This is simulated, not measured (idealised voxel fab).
process module | voxel transistor to metal
cross-section cut | 160 nm wide | cells 5 nm
A cross-section is a grid of square cells, given in bands from the top down. A band is one or more rows of cells.
Each band's line starts with the height of the band's top and of its bottom, in nm. Then come its materials from left to right, each with its width in nm. One material with "throughout" fills the band from edge to edge. "air" is empty space.
Height 0 is the level under which the wafer as received is all one material. The lowest band goes on downwards, as in "0 down".
A width such as "30 to 40" changes by the same amount from each row of cells to the next, from the band's top row to its bottom row.
"no change" after a step means that no cell of the cross-section changed.
closed voids: empty space of 8 cells or more with no open way to the top, each as width x height at its distance from the left edge, in nm
after a step's settings: what the simulator itself notes on the step
overlay nm, on a step with a mask: how far to the right of its planned place the mask lay; to the left if negative
plan
1 op RECEIVE | material Si
2 op OXIDIZE | depth nm 5
3 op CONFORMAL_DEP | material SiN | thk nm 10
4 op MASKED_ETCH | tone cover | mask id ACTIVE | width nm 100 | etch materials SiN | depth nm 10 | overlay nm 0
5 op MASKED_ETCH | tone cover | mask id ACTIVE | width nm 100 | etch materials SiO2 | depth nm 5 | overlay nm 0
6 op MASKED_ETCH | tone cover | mask id ACTIVE | width nm 100 | etch materials Si | depth nm 30 | overlay nm 0
7 op FILL_DEP | material SiO2 | thk nm 5
8 op CMP | height nm 10
9 op SELECTIVE_ETCH | etch materials SiO2 | depth nm 5
10 op STRIP | etch materials SiN
11 op SELECTIVE_ETCH | etch materials SiO2 | depth nm 5
12 op OXIDIZE | depth nm 5
13 op DIRECTIONAL_DEP | material polySi | thk nm 30
14 op DIRECTIONAL_DEP | material SiCN | thk nm 15
15 op DIRECTIONAL_DEP | material aC | thk nm 10
16 op PATTERN | tone cover | mask id GATE | material resist | width nm 20 | thk nm 30 | overlay nm 0
17 op DIRECTIONAL_ETCH | etch materials aC | depth nm 10
18 op STRIP | etch materials resist
19 op DIRECTIONAL_ETCH | etch materials SiCN | depth nm 25
20 op DIRECTIONAL_ETCH | etch materials polySi | depth nm 40
21 op STRIP | etch materials aC
22 op CONFORMAL_DEP | material SiO2 | thk nm 5
23 op DIRECTIONAL_ETCH | etch materials SiO2 | depth nm 5
24 op CONFORMAL_DEP | material SiN | thk nm 10
25 op DIRECTIONAL_ETCH | etch materials SiN | depth nm 10
26 op DIRECTIONAL_ETCH | etch materials SiO2 | depth nm 5
27 op DIRECTIONAL_ETCH | etch materials Si | depth nm 15
28 op EPI | material SiGe | thk nm 15
29 op FILL_DEP | material SiO2 | thk nm 5
30 op CMP | height nm 40
31 op DIRECTIONAL_DEP | material SiO2 | thk nm 15
32 op DIRECTIONAL_DEP | material aC | thk nm 10
33 op PATTERN | tone open | mask id CONTACT | material resist | width nm 25 | pitch nm 55 | thk nm 30 | overlay nm 0
34 op DIRECTIONAL_ETCH | etch materials aC | depth nm 10
35 op STRIP | etch materials resist
36 op DIRECTIONAL_ETCH | etch materials SiO2 | depth nm 50
37 op STRIP | etch materials aC
38 op CONFORMAL_DEP | material TiN | thk nm 5
39 op FILL_DEP | material Ru | thk nm 5
40 op CMP | height nm 55
41 op DIRECTIONAL_DEP | material TiN | thk nm 5
42 op DIRECTIONAL_DEP | material W | thk nm 25
43 op PATTERN | tone cover | mask id METAL_1 | material resist | width nm 15 | pitch nm 65 | thk nm 15 | overlay nm 0
44 op DIRECTIONAL_ETCH | etch materials W | depth nm 25
45 op DIRECTIONAL_ETCH | etch materials TiN | depth nm 5
46 op STRIP | etch materials resist
47 op FILL_DEP | material lowk | thk nm 5
48 op CMP | height nm 85
49 op CONFORMAL_DEP | material SiCN | thk nm 5
as received, after step 1
  0 down: Si throughout
  closed voids: none
a wafer at the end: this start, this plan, one mistake
  90 to 85: SiCN throughout
  85 to 60: lowk 40 | W 15 | lowk 50 | W 15 | lowk 40
  60 to 55: lowk 40 | TiN 15 | lowk 50 | TiN 15 | lowk 40
  55 to 45: SiO2 40 | TiN 5 | Ru 15 | TiN 5 | SiO2 30 | TiN 5 | Ru 15 | TiN 5 | SiO2 40
  45 to 40: SiO2 40 | TiN 25 | SiO2 30 | TiN 25 | SiO2 40
  40 to 30: SiCN 70 | SiO2 5 | SiN 10 | SiO2 5 | SiCN 70
  30 to 25: polySi 25 | SiCN 45 | SiO2 5 | SiN 10 | SiO2 5 | SiCN 45 | polySi 25
  25 to 0: polySi 70 | SiO2 5 | SiN 10 | SiO2 5 | polySi 70
  0 to -5: SiO2 25 | polySi 45 | SiO2 5 | SiN 10 | SiO2 5 | polySi 45 | SiO2 25
  -5 to -10: SiO2 throughout
  -10 to -35: SiO2 30 | Si 100 | SiO2 30
  -35 down: Si throughout
  closed voids: none
what went wrong: step 16 ran as: op PATTERN | tone open | mask id GATE | material resist | width nm 20 | thk nm 30 | overlay nm 0
